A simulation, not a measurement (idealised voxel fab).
voxel transistor to metal: a process module
Cross-sectional view cut (width: 160 nm; square cell size: 5 nm).
Just so we're on the same page, the cross-sections are grids of square cells, and they're listed out in bands top to bottom, each band one or more rows deep.
The band entry comprises the height of the band's top followed by the height of its bottom, expressed in nm, and subsequently the band's materials from left to right, each stated together with its width in nm. Where a single material is marked with the word "full width", that material fills the band from edge to edge. The word "air" represents empty space.
It should be noted that heights are counted from 0, beneath which the wafer as supplied is of one material throughout, and that the lowest band possesses no lower boundary but continues downward, as written in "0 down".
The expression "30..40" gives the width at the extremes of the band, the first number at its top row of cells and the second at its bottom row, with the width changing by equal amounts from each row to the next in between.
"same as before" for a step: no cell of the cross-section changed in that step.
If an empty space has no open way to the top and is at least 8 cells in size, "Sealed void inventory" lists it, written width x height at distance, where distance is measured from the left edge and every value is in nm.
Step line, after settings: the simulator's comment on this step.
overlay nm: step with mask; distance mask lay right of planned place; negative value = left of planned place.

# Set out below are the planned steps of the process
1: RECEIVE, material Si
2: OXIDIZE, depth nm 5
3: CONFORMAL_DEP, material SiN, thk nm 15
4: DIRECTIONAL_DEP, material aC, thk nm 10
5: PATTERN, tone cover, mask id ACTIVE, material resist, width nm 125, thk nm 30, overlay nm 0
6: DIRECTIONAL_ETCH, etch materials aC, depth nm 10
7: STRIP, etch materials resist
8: DIRECTIONAL_ETCH, etch materials SiN, depth nm 15
9: DIRECTIONAL_ETCH, etch materials SiO2, depth nm 5
10: DIRECTIONAL_ETCH, etch materials Si, depth nm 30
11: STRIP, etch materials aC
12: OXIDIZE, depth nm 5
13: FILL_DEP, material SiO2, thk nm 15
14: CMP, height nm 15
15: SELECTIVE_ETCH, etch materials SiO2, depth nm 10
16: STRIP, etch materials SiN
17: SELECTIVE_ETCH, etch materials SiO2, depth nm 5
18: OXIDIZE, depth nm 5
19: DIRECTIONAL_DEP, material polySi, thk nm 20
20: DIRECTIONAL_DEP, material SiCN, thk nm 10
21: DIRECTIONAL_DEP, material aC, thk nm 10
22: PATTERN, tone cover, mask id GATE, material resist, width nm 25, thk nm 30, overlay nm 0
23: DIRECTIONAL_ETCH, etch materials aC, depth nm 10
24: STRIP, etch materials resist
25: DIRECTIONAL_ETCH, etch materials SiCN, depth nm 20
26: DIRECTIONAL_ETCH, etch materials polySi, depth nm 30
27: STRIP, etch materials aC
28: CONFORMAL_DEP, material SiO2, thk nm 5
29: DIRECTIONAL_ETCH, etch materials SiO2, depth nm 5
30: CONFORMAL_DEP, material SiN, thk nm 5
31: DIRECTIONAL_ETCH, etch materials SiN, depth nm 5
32: DIRECTIONAL_ETCH, etch materials SiO2, depth nm 5
33: DIRECTIONAL_ETCH, etch materials Si, depth nm 5
34: EPI, material nSi, thk nm 5
35: FILL_DEP, material SiO2, thk nm 10
36: CMP, height nm 25
37: DIRECTIONAL_DEP, material SiO2, thk nm 15
38: MASKED_ETCH, tone open, mask id CONTACT, width nm 20, pitch nm 85, etch materials SiO2, depth nm 50, overlay nm 0
39: CONFORMAL_DEP, material TiN, thk nm 5
40: FILL_DEP, material Ru, thk nm 5
41: CMP, height nm 40
42: DIRECTIONAL_DEP, material TiN, thk nm 5
43: DIRECTIONAL_DEP, material Ru, thk nm 20
44: PATTERN, tone cover, mask id METAL_1, material resist, width nm 20, pitch nm 85, thk nm 20, overlay nm 0
45: DIRECTIONAL_ETCH, etch materials Ru, depth nm 20
46: DIRECTIONAL_ETCH, etch materials TiN, depth nm 5
47: STRIP, etch materials resist
48: CONFORMAL_DEP, material SiN, thk nm 5
49: FILL_DEP, material SiO2, thk nm 10
50: CMP, height nm 65
51: CONFORMAL_DEP, material SiCN, thk nm 5

# Delivered wafer in cross-section: state after step 1
  0 down | Si full width
  Sealed void inventory: none

# End-of-module cross-section of the first of two wafers, processed as planned
  70 to 65 | SiCN full width
  65 to 45 | SiO2=20, SiN=5, Ru=20, SiN=5, SiO2=55, SiN=5, Ru=20, SiN=5, SiO2=25
  45 to 40 | SiN=25, TiN=20, SiN=65, TiN=20, SiN=30
  40 to 25 | SiO2=25, TiN=5, Ru=10, TiN=5, SiO2=65, TiN=5, Ru=10, TiN=5, SiO2=30
  25 to 15 | SiO2=25, TiN=5, Ru=10, TiN=5, SiO2=10, SiN=5, SiO2=5, SiCN=25, SiO2=5, SiN=5, SiO2=10, TiN=5, Ru=10, TiN=5, SiO2=30
  15 to 0 | SiO2=25, TiN=5, Ru=10, TiN=5, SiO2=10, SiN=5, SiO2=5, polySi=25, SiO2=5, SiN=5, SiO2=10, TiN=5, Ru=10, TiN=5, SiO2=30
  0 to -5 | SiO2=15, SiN=5, SiO2=5, TiN=5, Ru=10, TiN=5, SiO2=10, SiN=5, SiO2=5, polySi=25, SiO2=5, SiN=5, SiO2=10, TiN=5, Ru=10, TiN=5, SiO2=5, SiN=5, SiO2=20
  -5 to -10 | SiO2=25, TiN=20, SiO2=5, nSi=5, SiO2=45, nSi=5, SiO2=5, TiN=20, SiO2=30
  -10 to -15 | SiO2=20, nSi=35, Si=45, nSi=35, SiO2=25
  -15 to -40 | SiO2=20, Si=115, SiO2=25
  -40 down | Si full width
  Sealed void inventory: none

# Cross-section at end of module for the second wafer of two, which matched the first in starting point and plan and differed by one mistake in its processing
  70 to 65 | SiCN full width
  65 to 45 | SiO2=20, SiN=5, Ru=20, SiN=5, SiO2=55, SiN=5, Ru=20, SiN=5, SiO2=25
  45 to 40 | SiN=25, TiN=20, SiN=65, TiN=20, SiN=30
  40 to 25 | SiO2=25, TiN=5, Ru=10, TiN=5, SiO2=65, TiN=5, Ru=10, TiN=5, SiO2=30
  25 to 20 | SiO2=25, TiN=5, Ru=10, TiN=5, SiO2=10, SiN=5, SiO2=5, SiCN=25, SiO2=5, SiN=5, SiO2=10, TiN=5, Ru=10, TiN=5, SiO2=30
  20 to 0 | SiO2=25, TiN=5, Ru=10, TiN=5, SiO2=10, SiN=5, SiO2=5, polySi=25, SiO2=5, SiN=5, SiO2=10, TiN=5, Ru=10, TiN=5, SiO2=30
  0 to -5 | SiO2=15, SiN=5, SiO2=5, TiN=5, Ru=10, TiN=5, SiO2=10, SiN=5, SiO2=5, polySi=25, SiO2=5, SiN=5, SiO2=10, TiN=5, Ru=10, TiN=5, SiO2=5, SiN=5, SiO2=20
  -5 to -10 | SiO2=25, TiN=20, SiO2=5, nSi=5, SiO2=45, nSi=5, SiO2=5, TiN=20, SiO2=30
  -10 to -15 | SiO2=20, nSi=35, Si=45, nSi=35, SiO2=25
  -15 to -40 | SiO2=20, Si=115, SiO2=25
  -40 down | Si full width
  Sealed void inventory: none
Error vs. plan: contrary to plan, step 19 was performed as DIRECTIONAL_DEP, material polySi, thk nm 25
at the end the second wafer has, in cells: SiCN -5, polySi +5
